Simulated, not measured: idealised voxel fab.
voxel transistor to metal: a process module
Displayed cross-section: cut, width of 210 nm, square cells sized 5 nm.
Reading order for cross-sections: top band down to bottom band. Underlying form: a grid of square cells. Band size: one or more rows of cells. For a band, the entry starts with two heights in nm, that of the top and then that of the bottom, and carries on with the band's materials in order from left to right, each alongside its width in nm; the word "throughout" beside a single material means it fills the band edge to edge, and "empty" means empty space. Heights from 0 (as-received wafer is one material below). Bottom band endless downward, as "top 0, no bottom". The two numbers in a width such as "30 to 40" mark its ends across the band: the first belongs to the top row of cells, the second to the bottom row, and from each row to the next the width moves by the same amount. "stayed the same", as given for a step, is the statement that not any cell of the cross-section underwent a change during that step. In "Sealed void listing" the enclosed voids are listed, meaning empty spaces of 8 cells or larger without any opening to the top. The form is width x height at distance, distance from the left edge, units nm. On a step's line, text after the settings is the simulator commenting on that step. The optional step-line setting "overlay nm" applies to steps with a mask and quantifies how far to the right of its planned location the mask lay, a negative value indicating leftward placement.

### Planned step list for the process
step 1: op RECEIVE | material Si
step 2: op CONFORMAL_DEP | material SiO2 | thk nm 5
step 3: op CONFORMAL_DEP | material SiN | thk nm 15
step 4: op DIRECTIONAL_DEP | material aC | thk nm 10
step 5: op PATTERN | tone cover | mask id ACTIVE | material resist | width nm 115 | thk nm 25 | overlay nm 0
step 6: op DIRECTIONAL_ETCH | etch materials aC | depth nm 10
step 7: op STRIP | etch materials resist
step 8: op DIRECTIONAL_ETCH | etch materials SiN | depth nm 15
step 9: op DIRECTIONAL_ETCH | etch materials SiO2 | depth nm 5
step 10: op DIRECTIONAL_ETCH | etch materials Si | depth nm 20
step 11: op STRIP | etch materials aC
step 12: op OXIDIZE | depth nm 5
step 13: op FILL_DEP | material SiO2 | thk nm 15
step 14: op CMP | height nm 20
step 15: op SELECTIVE_ETCH | etch materials SiO2 | depth nm 15
step 16: op STRIP | etch materials SiN
step 17: op SELECTIVE_ETCH | etch materials SiO2 | depth nm 5
step 18: op OXIDIZE | depth nm 5
step 19: op DIRECTIONAL_DEP | material polySi | thk nm 30
step 20: op DIRECTIONAL_DEP | material SiCN | thk nm 10
step 21: op PATTERN | tone cover | mask id GATE | material resist | width nm 25 | thk nm 20 | overlay nm 0
step 22: op DIRECTIONAL_ETCH | etch materials SiCN | depth nm 20
step 23: op DIRECTIONAL_ETCH | etch materials polySi | depth nm 40
step 24: op STRIP | etch materials resist
step 25: op CONFORMAL_DEP | material SiO2 | thk nm 5
step 26: op DIRECTIONAL_ETCH | etch materials SiO2 | depth nm 5
step 27: op CONFORMAL_DEP | material SiN | thk nm 5
step 28: op DIRECTIONAL_ETCH | etch materials SiN | depth nm 5
step 29: op DIRECTIONAL_ETCH | etch materials SiO2 | depth nm 5
step 30: op EPI | material SiGe | thk nm 5
step 31: op FILL_DEP | material SiO2 | thk nm 10
step 32: op CMP | height nm 40
step 33: op DIRECTIONAL_DEP | material SiO2 | thk nm 10
step 34: op MASKED_ETCH | tone open | mask id CONTACT | width nm 30 | pitch nm 65 | etch materials SiO2 | depth nm 50 | overlay nm 0
step 35: op CONFORMAL_DEP | material TiN | thk nm 5
step 36: op FILL_DEP | material W | thk nm 10
step 37: op CMP | height nm 50
step 38: op CONFORMAL_DEP | material SiN | thk nm 5
step 39: op DIRECTIONAL_DEP | material SiO2 | thk nm 20
step 40: op MASKED_ETCH | tone open | mask id METAL_1 | width nm 15 | pitch nm 80 | etch materials SiO2 | depth nm 20 | overlay nm 0
step 41: op MASKED_ETCH | tone open | mask id METAL_1 | width nm 15 | pitch nm 80 | etch materials SiN | depth nm 5 | overlay nm 0
step 42: op CONFORMAL_DEP | material TiN | thk nm 5
step 43: op FILL_DEP | material W | thk nm 10
step 44: op CMP | height nm 75
step 45: op EPI | material Ru | thk nm 5
step 46: op FILL_DEP | material SiCN | thk nm 5

### Received-state cross-section, reflecting completion of step 1
	top 0, no bottom  Si throughout
	Sealed void listing: none

### End state of the module in cross-section, given the above starting point and plan and one mistake in execution
	top 85, bottom 80  SiCN throughout
	top 80, bottom 75  SiCN=50 / Ru=25 / SiCN=55 / Ru=25 / SiCN=55
	top 75, bottom 65  SiO2=55 / TiN=5 / W=5 / TiN=5 / SiO2=65 / TiN=5 / W=5 / TiN=5 / SiO2=60
	top 65, bottom 60  SiN=55 / TiN=15 / SiN=65 / TiN=15 / SiN=60
	top 60, bottom 50  SiN throughout
	top 50, bottom 40  SiO2=55 / TiN=5 / W=20 to 15 / TiN=5 to 10 / SiO2=35 / TiN=5 to 10 / W=20 to 15 / TiN=5 / SiO2=60
	top 40, bottom 30  SiO2=55 / TiN=5 / W=15 / TiN=5 / SiN=5 / SiO2=5 / SiCN=25 / SiO2=5 / SiN=5 / TiN=5 / W=15 / TiN=5 / SiO2=60
	top 30, bottom 5  SiO2=55 / TiN=5 / W=15 / TiN=5 / SiN=5 / SiO2=5 / polySi=25 / SiO2=5 / SiN=5 / TiN=5 / W=15 / TiN=5 / SiO2=60
	top 5, bottom 0  SiO2=55 / TiN=25 / SiN=5 / SiO2=5 / polySi=25 / SiO2=5 / SiN=5 / TiN=25 / SiO2=60
	top 0, bottom -5  SiO2=45 / SiGe=35 / SiO2=45 / SiGe=35 / SiO2=50
	top -5, bottom -25  SiO2=50 / Si=105 / SiO2=55
	top -25, no bottom  Si throughout
	Sealed void listing: none
Deviation from plan: step 38 did not happen as planned, as run it was op CONFORMAL_DEP | material SiN | thk nm 15
